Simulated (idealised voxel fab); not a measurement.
process module | voxel ribs on slabs
cross-section cut | 145 nm wide | cells 5 nm
A cross-section is a grid of square cells, given in bands from the top down. A band is one or more rows of cells.
Each band's line starts with the height of the band's top and of its bottom, in nm. Then come its materials from left to right, each with its width in nm. One material with "throughout" fills the band from edge to edge. "air" is empty space.
Height 0 is the level under which the wafer as received is all one material. The lowest band goes on downwards, as in "0 down".
A width such as "30 to 40" changes by the same amount from each row of cells to the next, from the band's top row to its bottom row.
"no change" after a step means that no cell of the cross-section changed.
closed voids: empty space of 8 cells or more with no open way to the top, each as width x height at its distance from the left edge, in nm
after a step's settings: what the simulator itself notes on the step
overlay nm, on a step with a mask: how far to the right of its planned place the mask lay; to the left if negative
plan
1 op RECEIVE | material Si
2 op DIRECTIONAL_DEP | material SiO2 | thk nm 20
3 op DIRECTIONAL_DEP | material polySi | thk nm 20
4 op DIRECTIONAL_DEP | material aC | thk nm 15
5 op PATTERN | tone cover | mask id RIB | material resist | width nm 15 | thk nm 35 | overlay nm 0
6 op DIRECTIONAL_ETCH | etch materials aC | depth nm 15
7 op STRIP | etch materials resist
8 op DIRECTIONAL_ETCH | etch materials polySi | depth nm 15
9 op STRIP | etch materials aC
10 op PATTERN | tone cover | mask id SLAB | material resist | width nm 65 | thk nm 20 | overlay nm 0
11 op DIRECTIONAL_ETCH | etch materials polySi | depth nm 5
12 op STRIP | etch materials resist
13 op FILL_DEP | material SiO2 | thk nm 20
14 op CMP | height nm 50
15 op DIRECTIONAL_DEP | material W | thk nm 5
16 op MASKED_ETCH | tone cover | mask id HEATER | width nm 25 | etch materials W | depth nm 5 | overlay nm 0
17 op CONFORMAL_DEP | material SiN | thk nm 5
as received, after step 1
  0 down: Si throughout
  closed voids: none
first wafer at the end, as planned
  60 to 55: air 55 | SiN 35 | air 55
  55 to 50: SiN 60 | W 25 | SiN 60
  50 to 40: SiO2 throughout
  40 to 25: SiO2 65 | polySi 15 | SiO2 65
  25 to 20: SiO2 40 | polySi 65 | SiO2 40
  20 to 0: SiO2 throughout
  0 down: Si throughout
  closed voids: none
second wafer at the end: like start, like plan, one mistake
  60 to 55: air 55 | SiN 35 | air 55
  55 to 50: SiN 60 | W 25 | SiN 60
  50 to 40: SiO2 throughout
  40 to 20: W throughout
  20 to 0: SiO2 throughout
  0 down: Si throughout
  closed voids: none
what went wrong: step 3 ran as: op DIRECTIONAL_DEP | material W | thk nm 20
at the end the second wafer has, in cells: 94 fewer of SiO2 | 116 more of W | 22 fewer of polySi
